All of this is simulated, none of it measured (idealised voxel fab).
This is a process module. Its name is voxel trench capacitor.
The width of the displayed cross-section, cut, is 245 nm; its cells are square, with a size of 5 nm.
In what follows, cross-sections appear as grids of square cells, described through bands that run from the top down, where every band is one or more rows of cells.
What a band's entry tells you: where the top is and where the bottom is, as heights in nm, and after that what lies inside, material by material from left to right, each with its width in nm. Empty space is written as the word "empty", and a single material marked with the word "edge to edge" occupies the band from edge to edge.
Where do heights start? At 0: under that level the wafer as delivered is made of one material only. And the lowest band has no floor; it just carries on downward, as in "0 -> down".
Per-row width for "30 to 40": begins at first number (top row of band), ends at second number (bottom row), increment between rows held constant.
For the purposes of this document, the phrase "no alteration" attached to a step denotes that no cell within the cross-section was modified by that step.
Entry "Enclosed void inventory". Content: empty spaces with no open connection to the top, size 8 cells or greater. Each: width x height at distance. Distance: from left edge. Unit: nm.
Note: text after step settings on the step line = simulator remark on that step.
overlay nm: how far to the right of its planned place the mask lay on this masked step (negative: to the left).
**Steps planned for the process**
| 1 | op RECEIVE | material Si |
| 2 | op CONFORMAL_DEP | material SiN | thk nm 10 |
| 3 | op DIRECTIONAL_DEP | material aC | thk nm 15 |
| 4 | op PATTERN | tone open | mask id TRENCH | material resist | width nm 20 | pitch nm 40 | thk nm 35 | overlay nm 0 |
| 5 | op DIRECTIONAL_ETCH | etch materials aC | depth nm 15 |
| 6 | op STRIP | etch materials resist |
| 7 | op DIRECTIONAL_ETCH | etch materials SiN | depth nm 10 |
| 8 | op DIRECTIONAL_ETCH | etch materials Si | depth nm 30 |
| 9 | op STRIP | etch materials aC |
| 10 | op CONFORMAL_DEP | material Al2O3 | thk nm 5 |
| 11 | op FILL_DEP | material polySi | thk nm 10 |
| 12 | op CMP | height nm 10 |
**Wafer cross-section on receipt, i.e. after step 1**
> 0 -> down: Si edge to edge
> Enclosed void inventory: none
**Cross-sectional result after module completion. Note: starting condition and plan are unchanged from above; one processing mistake was made**
> 10 -> 0: 85 of polySi, then 5 of Al2O3, then 20 of SiN, then 5 of Al2O3, then 10 of polySi, then 5 of Al2O3, then 20 of SiN, then 5 of Al2O3, then 90 of polySi
> 0 -> -25: 85 of polySi, then 5 of Al2O3, then 20 of Si, then 5 of Al2O3, then 10 of polySi, then 5 of Al2O3, then 20 of Si, then 5 of Al2O3, then 90 of polySi
> -25 -> -30: 90 of Al2O3, then 20 of Si, then 20 of Al2O3, then 20 of Si, then 95 of Al2O3
> -30 -> down: Si edge to edge
> Enclosed void inventory: none
Finding, execution versus plan: rather than as planned, step 4 actually ran as op PATTERN | tone cover | mask id TRENCH | material resist | width nm 20 | pitch nm 40 | thk nm 35 | overlay nm 0
